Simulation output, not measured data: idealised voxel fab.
This section sets out a process module, namely voxel fin reveal.
We display cut, a cross-section 290 nm in width whose square cells are each 5 nm.
If you're reading a cross-section in this doc, picture square cells in a grid; it comes to you as bands, top ones listed first down to the bottom, and a band can be one or more rows of cells. Each band's line starts with the height of the band's top and of its bottom, in nm. Then come its materials from left to right, each with its width in nm. One material with "all across" fills the band from edge to edge. "air" is empty space. A quick word on heights: they are counted from 0, and under that level the wafer as it came to us is one material throughout. The lowest band is different from the rest in having no bottom; it simply continues downward, written as in "0 and below". Quick explanation for "30..40": the width changes in equal steps down the rows of cells, from the first number in the band's top row to the second number in its bottom row. Reading "nothing different" for a step: not a cell of the cross-section changed in it. Heads up: "Closed void catalog" only lists the empty pockets with no open path to the top that are 8 cells or more, and it writes them as width x height at distance, distance from the left edge, in nm. It should be noted that, on the line of a given step, the content following the step's settings is a remark produced by the simulator itself with respect to that step. Each step line may optionally specify "overlay nm", which for a step with a mask gives the rightward distance between the mask's planned place and where it lay, a negative value indicating the leftward direction.
-- Intended process steps
1 RECEIVE with material Si
2 CONFORMAL_DEP with material SiN, thk nm 5
3 MASKED_ETCH with tone cover, mask id FINS, width nm 15, pitch nm 45, etch materials SiN, depth nm 5, overlay nm 0
4 MASKED_ETCH with tone cover, mask id FINS, width nm 15, pitch nm 45, etch materials Si, depth nm 40, overlay nm 0
5 FILL_DEP with material SiO2, thk nm 10
6 CMP with height nm 5
7 SELECTIVE_ETCH with etch materials SiO2, depth nm 20
8 STRIP with etch materials SiN
9 CONFORMAL_DEP with material HfO2, thk nm 5
It is noted that the wafers described herein are identical at the outset and are distinguished by the width nm of step 4; the value stated in the plan corresponds to the first wafer.
-- As-received state after step 1, first of several wafers, cross-section
- 0 and below | Si all across
- Closed void catalog: none
-- Cross-section of the first of several wafers, taken after step 9, where the module ends
- 5 down to 0 | 65 air, 25 HfO2, 20 air, 25 HfO2, 20 air, 25 HfO2, 20 air, 25 HfO2, 65 air
- 0 down to -10 | 65 air, 5 HfO2, 15 Si, 5 HfO2, 20 air, 5 HfO2, 15 Si, 5 HfO2, 20 air, 5 HfO2, 15 Si, 5 HfO2, 20 air, 5 HfO2, 15 Si, 5 HfO2, 65 air
- -10 down to -15 | 70 HfO2, 15 Si, 30 HfO2, 15 Si, 30 HfO2, 15 Si, 30 HfO2, 15 Si, 70 HfO2
- -15 down to -40 | 70 SiO2, 15 Si, 30 SiO2, 15 Si, 30 SiO2, 15 Si, 30 SiO2, 15 Si, 70 SiO2
- -40 and below | Si all across
- Closed void catalog: none
-- last wafer at the end
- 5 down to 0 | 60 air, 40 HfO2, 5 air, 40 HfO2, 5 air, 40 HfO2, 5 air, 40 HfO2, 55 air
- 0 down to -10 | 60 air, 5 HfO2, 30 Si, 5 HfO2, 5 air, 5 HfO2, 30 Si, 5 HfO2, 5 air, 5 HfO2, 30 Si, 5 HfO2, 5 air, 5 HfO2, 30 Si, 5 HfO2, 55 air
- -10 down to -15 | 65 HfO2, 30 Si, 15 HfO2, 30 Si, 15 HfO2, 30 Si, 15 HfO2, 30 Si, 60 HfO2
- -15 down to -40 | 65 SiO2, 30 Si, 15 SiO2, 30 Si, 15 SiO2, 30 Si, 15 SiO2, 30 Si, 60 SiO2
- -40 and below | Si all across
- Closed void catalog: none
-- Every row in this table is a wafer at the end of the module, and it gives, for each of the materials, the cells that wafer has gained (+) or lost (-) since it was received, then its closed voids
width nm 15; +82 HfO2; -368 Si; +230 SiO2; Closed void catalog: none
width nm 20; +82 HfO2; -336 Si; +210 SiO2; Closed void catalog: none
width nm 25; +82 HfO2; -304 Si; +190 SiO2; Closed void catalog: none
width nm 30; +82 HfO2; -272 Si; +170 SiO2; Closed void catalog: none
